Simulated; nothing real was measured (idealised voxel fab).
The following is a process module called voxel capacitor over wiring.
Shown is cross-section cut, with a width of 175 nm and square cells of size 5 nm.
Bands, listed from the top down, are how a cross-section gets written in this document; the cross-section itself is a grid of square cells, and a band is one or more rows of them. What a band's entry tells you: where the top is and where the bottom is, as heights in nm, and after that what lies inside, material by material from left to right, each with its width in nm. Empty space is written as the word "blank", and a single material marked with the word "full width" occupies the band from edge to edge. Heights are reckoned from 0. Under this level, the received wafer is all of one material. The bottommost band is open-ended downward, for example "top 0, no bottom". Width: "30->40" (first number = top row, second number = bottom row, same change from row to row of cells). Where the words "same as before" appear for a step, the cross-section shows no cell changed by that step; every cell remained as before. If an empty space has no open way to the top and is at least 8 cells in size, "Closed voids list" lists it, written width x height at distance, where distance is measured from the left edge and every value is in nm. If you see something after the settings on a step's line, that's the simulator's own remark about that step. overlay nm: how far to the right of its planned place the mask lay on this masked step (negative: to the left).

### Listed below are the process steps as planned
1: RECEIVE | material Si
2: CONFORMAL_DEP | material SiO2 | thk nm 10
3: DIRECTIONAL_DEP | material TiN | thk nm 5
4: DIRECTIONAL_DEP | material Ru | thk nm 20
5: DIRECTIONAL_DEP | material aC | thk nm 15
6: PATTERN | tone cover | mask id METAL_1 | material resist | width nm 25 | pitch nm 75 | thk nm 30 | overlay nm 0
7: DIRECTIONAL_ETCH | etch materials aC | depth nm 15
8: STRIP | etch materials resist
9: DIRECTIONAL_ETCH | etch materials Ru | depth nm 20
10: DIRECTIONAL_ETCH | etch materials TiN | depth nm 5
11: STRIP | etch materials aC
12: FILL_DEP | material lowk | thk nm 10
13: CMP | height nm 35
14: CONFORMAL_DEP | material SiCN | thk nm 5
15: DIRECTIONAL_DEP | material SiO2 | thk nm 20
16: DIRECTIONAL_DEP | material aC | thk nm 10
17: PATTERN | tone open | mask id PLUG_1 | material resist | width nm 15 | thk nm 25 | overlay nm 0
18: DIRECTIONAL_ETCH | etch materials aC | depth nm 10
19: STRIP | etch materials resist
20: DIRECTIONAL_ETCH | etch materials SiO2 | depth nm 20
21: DIRECTIONAL_ETCH | etch materials SiCN | depth nm 5
22: STRIP | etch materials aC
23: EPI | material Ru | thk nm 10
24: EPI | material Ru | thk nm 10
25: EPI | material Ru | thk nm 5
26: DIRECTIONAL_DEP | material TiN | thk nm 10
27: DIRECTIONAL_DEP | material SiN | thk nm 5
28: DIRECTIONAL_DEP | material TiN | thk nm 5
29: PATTERN | tone cover | mask id UPPER_PLATE | material resist | width nm 55 | thk nm 15 | overlay nm 0
30: DIRECTIONAL_ETCH | etch materials TiN | depth nm 5
31: DIRECTIONAL_ETCH | etch materials SiN | depth nm 5
32: STRIP | etch materials resist
33: MASKED_ETCH | tone cover | mask id LOWER_PLATE | width nm 65 | etch materials TiN | depth nm 10 | overlay nm 0
34: FILL_DEP | material SiO2 | thk nm 20
35: CMP | height nm 95
36: DIRECTIONAL_DEP | material aC | thk nm 10
37: PATTERN | tone open | mask id PLUG_2 | material resist | width nm 15 | thk nm 30 | overlay nm 0
38: DIRECTIONAL_ETCH | etch materials aC | depth nm 10
39: STRIP | etch materials resist
40: DIRECTIONAL_ETCH | etch materials SiO2 | depth nm 15
41: STRIP | etch materials aC
42: CONFORMAL_DEP | material TiN | thk nm 5
43: FILL_DEP | material Cu | thk nm 5
44: CMP | height nm 95
45: CONFORMAL_DEP | material SiN | thk nm 5

### Run as planned: first of two wafers

### Cross-section of the incoming wafer, state after step 1
	top 0, no bottom = Si full width
	Closed voids list: none

### The wafer, seen in cross-section, after step 2
	top 10, bottom 0 = SiO2 full width
	Beneath the level 0, the cross-section is identical to its previous state.

### The wafer, seen in cross-section, after step 3
	top 15, bottom 10 = TiN full width
	Beneath the level 10, the cross-section is identical to its previous state.

### The wafer, seen in cross-section, after step 4
	top 35, bottom 15 = Ru full width
	Beneath the level 15, the cross-section is identical to its previous state.

### The wafer, seen in cross-section, after step 5
	top 50, bottom 35 = aC full width
	Beneath the level 35, the cross-section is identical to its previous state.

### The wafer, seen in cross-section, after step 6
	top 80, bottom 50 = blank 35 nm / resist 25 nm / blank 50 nm / resist 25 nm / blank 40 nm
	Beneath the level 50, the cross-section is identical to its previous state.

### The wafer, seen in cross-section, after step 7
	top 65, bottom 50 = blank 35 nm / resist 25 nm / blank 50 nm / resist 25 nm / blank 40 nm
	top 50, bottom 35 = blank 35 nm / aC 25 nm / blank 50 nm / aC 25 nm / blank 40 nm
	Beneath the level 35, the cross-section is identical to its previous state.

### The wafer, seen in cross-section, after step 8
	top 50, bottom 35 = blank 35 nm / aC 25 nm / blank 50 nm / aC 25 nm / blank 40 nm
	Beneath the level 35, the cross-section is identical to its previous state.

### The wafer, seen in cross-section, after step 9
	top 50, bottom 35 = blank 35 nm / aC 25 nm / blank 50 nm / aC 25 nm / blank 40 nm
	top 35, bottom 15 = blank 35 nm / Ru 25 nm / blank 50 nm / Ru 25 nm / blank 40 nm
	Beneath the level 15, the cross-section is identical to its previous state.

### The wafer, seen in cross-section, after step 10
	top 50, bottom 35 = blank 35 nm / aC 25 nm / blank 50 nm / aC 25 nm / blank 40 nm
	top 35, bottom 15 = blank 35 nm / Ru 25 nm / blank 50 nm / Ru 25 nm / blank 40 nm
	top 15, bottom 10 = blank 35 nm / TiN 25 nm / blank 50 nm / TiN 25 nm / blank 40 nm
	Beneath the level 10, the cross-section is identical to its previous state.

### The wafer, seen in cross-section, after step 11
	top 35, bottom 15 = blank 35 nm / Ru 25 nm / blank 50 nm / Ru 25 nm / blank 40 nm
	Beneath the level 15, the cross-section is identical to its previous state.

### The wafer, seen in cross-section, after step 12
	top 45, bottom 35 = lowk full width
	top 35, bottom 15 = lowk 35 nm / Ru 25 nm / lowk 50 nm / Ru 25 nm / lowk 40 nm
	top 15, bottom 10 = lowk 35 nm / TiN 25 nm / lowk 50 nm / TiN 25 nm / lowk 40 nm
	Beneath the level 10, the cross-section is identical to its previous state.

### The wafer, seen in cross-section, after step 13
	top 35, bottom 15 = lowk 35 nm / Ru 25 nm / lowk 50 nm / Ru 25 nm / lowk 40 nm
	Beneath the level 15, the cross-section is identical to its previous state.

### The wafer, seen in cross-section, after step 14
	top 40, bottom 35 = SiCN full width
	Beneath the level 35, the cross-section is identical to its previous state.

### The wafer, seen in cross-section, after step 15
	top 60, bottom 40 = SiO2 full width
	Beneath the level 40, the cross-section is identical to its previous state.

### The wafer, seen in cross-section, after step 16
	top 70, bottom 60 = aC full width
	Beneath the level 60, the cross-section is identical to its previous state.

### The wafer, seen in cross-section, after step 17
	top 95, bottom 70 = resist 45 nm / blank 15 nm / resist 115 nm
	Beneath the level 70, the cross-section is identical to its previous state.

### The wafer, seen in cross-section, after step 18
	top 85, bottom 70 = resist 45 nm / blank 15 nm / resist 115 nm
	top 70, bottom 60 = aC 45 nm / blank 15 nm / aC 115 nm
	Beneath the level 60, the cross-section is identical to its previous state.

### The wafer, seen in cross-section, after step 19
	top 70, bottom 60 = aC 45 nm / blank 15 nm / aC 115 nm
	Beneath the level 60, the cross-section is identical to its previous state.

### The wafer, seen in cross-section, after step 20
	top 70, bottom 60 = aC 45 nm / blank 15 nm / aC 115 nm
	top 60, bottom 40 = SiO2 45 nm / blank 15 nm / SiO2 115 nm
	Beneath the level 40, the cross-section is identical to its previous state.

### The wafer, seen in cross-section, after step 21
	top 70, bottom 60 = aC 45 nm / blank 15 nm / aC 115 nm
	top 60, bottom 40 = SiO2 45 nm / blank 15 nm / SiO2 115 nm
	top 40, bottom 35 = SiCN 45 nm / blank 15 nm / SiCN 115 nm
	Beneath the level 35, the cross-section is identical to its previous state.

### The wafer, seen in cross-section, after step 22
	top 60, bottom 40 = SiO2 45 nm / blank 15 nm / SiO2 115 nm
	Beneath the level 40, the cross-section is identical to its previous state.

### The wafer, seen in cross-section, after step 23
	top 60, bottom 45 = SiO2 45 nm / blank 15 nm / SiO2 115 nm
	top 45, bottom 40 = SiO2 45 nm / Ru 15 nm / SiO2 115 nm
	top 40, bottom 35 = SiCN 45 nm / Ru 15 nm / SiCN 115 nm
	Beneath the level 35, the cross-section is identical to its previous state.

### The wafer, seen in cross-section, after step 24
	top 60, bottom 55 = SiO2 45 nm / blank 15 nm / SiO2 115 nm
	top 55, bottom 40 = SiO2 45 nm / Ru 15 nm / SiO2 115 nm
	Beneath the level 40, the cross-section is identical to its previous state.

### The wafer, seen in cross-section, after step 25
	top 60, bottom 40 = SiO2 45 nm / Ru 15 nm / SiO2 115 nm
	Beneath the level 40, the cross-section is identical to its previous state.

### The wafer, seen in cross-section, after step 26
	top 70, bottom 60 = TiN full width
	Beneath the level 60, the cross-section is identical to its previous state.

### The wafer, seen in cross-section, after step 27
	top 75, bottom 70 = SiN full width
	Beneath the level 70, the cross-section is identical to its previous state.

### The wafer, seen in cross-section, after step 28
	top 80, bottom 75 = TiN full width
	Beneath the level 75, the cross-section is identical to its previous state.

### The wafer, seen in cross-section, after step 29
	top 95, bottom 80 = blank 45 nm / resist 55 nm / blank 75 nm
	Beneath the level 80, the cross-section is identical to its previous state.

### The wafer, seen in cross-section, after step 30
	top 95, bottom 80 = blank 45 nm / resist 55 nm / blank 75 nm
	top 80, bottom 75 = blank 45 nm / TiN 55 nm / blank 75 nm
	Beneath the level 75, the cross-section is identical to its previous state.

### The wafer, seen in cross-section, after step 31
	top 95, bottom 80 = blank 45 nm / resist 55 nm / blank 75 nm
	top 80, bottom 75 = blank 45 nm / TiN 55 nm / blank 75 nm
	top 75, bottom 70 = blank 45 nm / SiN 55 nm / blank 75 nm
	Beneath the level 70, the cross-section is identical to its previous state.

### The wafer, seen in cross-section, after step 32
	top 80, bottom 75 = blank 45 nm / TiN 55 nm / blank 75 nm
	Beneath the level 75, the cross-section is identical to its previous state.

### The wafer, seen in cross-section, after step 33
	top 80, bottom 75 = blank 45 nm / TiN 55 nm / blank 75 nm
	top 75, bottom 70 = blank 45 nm / SiN 55 nm / blank 75 nm
	top 70, bottom 60 = blank 40 nm / TiN 65 nm / blank 70 nm
	Beneath the level 60, the cross-section is identical to its previous state.

### The wafer, seen in cross-section, after step 34
	top 100, bottom 80 = SiO2 full width
	top 80, bottom 75 = SiO2 45 nm / TiN 55 nm / SiO2 75 nm
	top 75, bottom 70 = SiO2 45 nm / SiN 55 nm / SiO2 75 nm
	top 70, bottom 60 = SiO2 40 nm / TiN 65 nm / SiO2 70 nm
	Beneath the level 60, the cross-section is identical to its previous state.

### The wafer, seen in cross-section, after step 35
	top 95, bottom 80 = SiO2 full width
	Beneath the level 80, the cross-section is identical to its previous state.

### The wafer, seen in cross-section, after step 36
	top 105, bottom 95 = aC full width
	Beneath the level 95, the cross-section is identical to its previous state.

### The wafer, seen in cross-section, after step 37
	top 135, bottom 105 = resist 55 nm / blank 15 nm / resist 105 nm
	Beneath the level 105, the cross-section is identical to its previous state.

### The wafer, seen in cross-section, after step 38
	top 125, bottom 105 = resist 55 nm / blank 15 nm / resist 105 nm
	top 105, bottom 95 = aC 55 nm / blank 15 nm / aC 105 nm
	Beneath the level 95, the cross-section is identical to its previous state.

### The wafer, seen in cross-section, after step 39
	top 105, bottom 95 = aC 55 nm / blank 15 nm / aC 105 nm
	Beneath the level 95, the cross-section is identical to its previous state.

### The wafer, seen in cross-section, after step 40
	top 105, bottom 95 = aC 55 nm / blank 15 nm / aC 105 nm
	top 95, bottom 80 = SiO2 55 nm / blank 15 nm / SiO2 105 nm
	Beneath the level 80, the cross-section is identical to its previous state.

### The wafer, seen in cross-section, after step 41
	top 95, bottom 80 = SiO2 55 nm / blank 15 nm / SiO2 105 nm
	Beneath the level 80, the cross-section is identical to its previous state.

### The wafer, seen in cross-section, after step 42
	top 100, bottom 95 = TiN 60 nm / blank 5 nm / TiN 110 nm
	top 95, bottom 85 = SiO2 55 nm / TiN 5 nm / blank 5 nm / TiN 5 nm / SiO2 105 nm
	top 85, bottom 75 = SiO2 55->45 nm / TiN 15->55 nm / SiO2 105->75 nm
	Beneath the level 75, the cross-section is identical to its previous state.

### The wafer, seen in cross-section, after step 43
	top 105, bottom 100 = Cu full width
	top 100, bottom 95 = TiN 60 nm / Cu 5 nm / TiN 110 nm
	top 95, bottom 85 = SiO2 55 nm / TiN 5 nm / Cu 5 nm / TiN 5 nm / SiO2 105 nm
	Beneath the level 85, the cross-section is identical to its previous state.

### The wafer, seen in cross-section, after step 44
	top 95, bottom 85 = SiO2 55 nm / TiN 5 nm / Cu 5 nm / TiN 5 nm / SiO2 105 nm
	Beneath the level 85, the cross-section is identical to its previous state.

### The wafer, seen in cross-section, after step 45
	top 100, bottom 95 = SiN full width
	Beneath the level 95, the cross-section is identical to its previous state.

### Regarding the second of the two wafers: it shared the first wafer's starting condition and process plan, yet one error occurred during its execution. Its history coincides with that of the first wafer up to and including step 22

### Second wafer, cut view, end of step 24 per plan
	top 60, bottom 45 = SiO2 45 nm / blank 15 nm / SiO2 115 nm
	top 45, bottom 40 = SiO2 45 nm / Ru 15 nm / SiO2 115 nm
	top 40, bottom 35 = SiCN 45 nm / Ru 15 nm / SiCN 115 nm
	Beneath the level 35, the cross-section is identical to its previous state.

### Second wafer, cut view, end of step 25 per plan
	top 60, bottom 50 = SiO2 45 nm / blank 15 nm / SiO2 115 nm
	top 50, bottom 40 = SiO2 45 nm / Ru 15 nm / SiO2 115 nm
	Beneath the level 40, the cross-section is identical to its previous state.

### Second wafer, cut view, end of step 26 per plan
	top 70, bottom 60 = TiN 45 nm / blank 15 nm / TiN 115 nm
	top 60, bottom 50 = SiO2 45 nm / TiN 15 nm / SiO2 115 nm
	Beneath the level 50, the cross-section is identical to its previous state.

### Second wafer, cut view, end of step 27 per plan
	top 75, bottom 70 = SiN 45 nm / blank 15 nm / SiN 115 nm
	top 70, bottom 65 = TiN 45 nm / blank 15 nm / TiN 115 nm
	top 65, bottom 60 = TiN 45 nm / SiN 15 nm / TiN 115 nm
	Beneath the level 60, the cross-section is identical to its previous state.

### Second wafer, cut view, end of step 28 per plan
	top 80, bottom 75 = TiN 45 nm / blank 15 nm / TiN 115 nm
	top 75, bottom 70 = SiN 45 nm / blank 15 nm / SiN 115 nm
	top 70, bottom 65 = TiN full width
	Beneath the level 65, the cross-section is identical to its previous state.

### Second wafer, cut view, end of step 29 per plan
	top 95, bottom 80 = blank 45 nm / resist 55 nm / blank 75 nm
	top 80, bottom 75 = TiN 45 nm / resist 15 nm / TiN 115 nm
	top 75, bottom 70 = SiN 45 nm / resist 15 nm / SiN 115 nm
	Beneath the level 70, the cross-section is identical to its previous state.

### Second wafer, cut view, end of step 30 per plan
	top 95, bottom 80 = blank 45 nm / resist 55 nm / blank 75 nm
	top 80, bottom 75 = blank 45 nm / resist 15 nm / TiN 40 nm / blank 75 nm
	Beneath the level 75, the cross-section is identical to its previous state.

### Second wafer, cut view, end of step 31 per plan
	top 95, bottom 80 = blank 45 nm / resist 55 nm / blank 75 nm
	top 80, bottom 75 = blank 45 nm / resist 15 nm / TiN 40 nm / blank 75 nm
	top 75, bottom 70 = blank 45 nm / resist 15 nm / SiN 40 nm / blank 75 nm
	Beneath the level 70, the cross-section is identical to its previous state.

### Second wafer, cut view, end of step 32 per plan
	top 80, bottom 75 = blank 60 nm / TiN 40 nm / blank 75 nm
	top 75, bottom 70 = blank 60 nm / SiN 40 nm / blank 75 nm
	Beneath the level 70, the cross-section is identical to its previous state.

### Second wafer, cut view, end of step 33 per plan
	top 80, bottom 75 = blank 60 nm / TiN 40 nm / blank 75 nm
	top 75, bottom 70 = blank 60 nm / SiN 40 nm / blank 75 nm
	top 70, bottom 65 = blank 40 nm / TiN 65 nm / blank 70 nm
	top 65, bottom 60 = blank 40 nm / TiN 5 nm / SiN 15 nm / TiN 45 nm / blank 70 nm
	Beneath the level 60, the cross-section is identical to its previous state.

### Second wafer, cut view, end of step 34 per plan
	top 100, bottom 80 = SiO2 full width
	top 80, bottom 75 = SiO2 60 nm / TiN 40 nm / SiO2 75 nm
	top 75, bottom 70 = SiO2 60 nm / SiN 40 nm / SiO2 75 nm
	top 70, bottom 65 = SiO2 40 nm / TiN 65 nm / SiO2 70 nm
	top 65, bottom 60 = SiO2 40 nm / TiN 5 nm / SiN 15 nm / TiN 45 nm / SiO2 70 nm
	Beneath the level 60, the cross-section is identical to its previous state.

### Second wafer, cut view, end of step 35 per plan
	top 95, bottom 80 = SiO2 full width
	Beneath the level 80, the cross-section is identical to its previous state.

### Second wafer, cut view, end of step 36 per plan
	top 105, bottom 95 = aC full width
	Beneath the level 95, the cross-section is identical to its previous state.

### Second wafer, cut view, end of step 37 per plan
	top 135, bottom 105 = resist 55 nm / blank 15 nm / resist 105 nm
	Beneath the level 105, the cross-section is identical to its previous state.

### Second wafer, cut view, end of step 38 per plan
	top 125, bottom 105 = resist 55 nm / blank 15 nm / resist 105 nm
	top 105, bottom 95 = aC 55 nm / blank 15 nm / aC 105 nm
	Beneath the level 95, the cross-section is identical to its previous state.

### Second wafer, cut view, end of step 39 per plan
	top 105, bottom 95 = aC 55 nm / blank 15 nm / aC 105 nm
	Beneath the level 95, the cross-section is identical to its previous state.

### Second wafer, cut view, end of step 40 per plan
	top 105, bottom 95 = aC 55 nm / blank 15 nm / aC 105 nm
	top 95, bottom 80 = SiO2 55 nm / blank 15 nm / SiO2 105 nm
	Beneath the level 80, the cross-section is identical to its previous state.

### Second wafer, cut view, end of step 41 per plan
	top 95, bottom 80 = SiO2 55 nm / blank 15 nm / SiO2 105 nm
	Beneath the level 80, the cross-section is identical to its previous state.

### Second wafer, cut view, end of step 42 per plan
	top 100, bottom 95 = TiN 60 nm / blank 5 nm / TiN 110 nm
	top 95, bottom 85 = SiO2 55 nm / TiN 5 nm / blank 5 nm / TiN 5 nm / SiO2 105 nm
	top 85, bottom 75 = SiO2 55->60 nm / TiN 15->40 nm / SiO2 105->75 nm
	Beneath the level 75, the cross-section is identical to its previous state.

### Second wafer, cut view, end of step 43 per plan
	top 105, bottom 100 = Cu full width
	top 100, bottom 95 = TiN 60 nm / Cu 5 nm / TiN 110 nm
	top 95, bottom 85 = SiO2 55 nm / TiN 5 nm / Cu 5 nm / TiN 5 nm / SiO2 105 nm
	Beneath the level 85, the cross-section is identical to its previous state.

### Second wafer, cut view, end of step 44 per plan
	top 95, bottom 85 = SiO2 55 nm / TiN 5 nm / Cu 5 nm / TiN 5 nm / SiO2 105 nm
	Beneath the level 85, the cross-section is identical to its previous state.

### Second wafer, cut view, end of step 45 per plan
	top 100, bottom 95 = SiN full width
	Beneath the level 95, the cross-section is identical to its previous state.
Run error: a step was left out from among the identical steps 23 and 24, and there is no telling which
At the finish, the second wafer shows more or fewer cells for some materials than the first does: 6 fewer of Ru, 6 more of SiO2
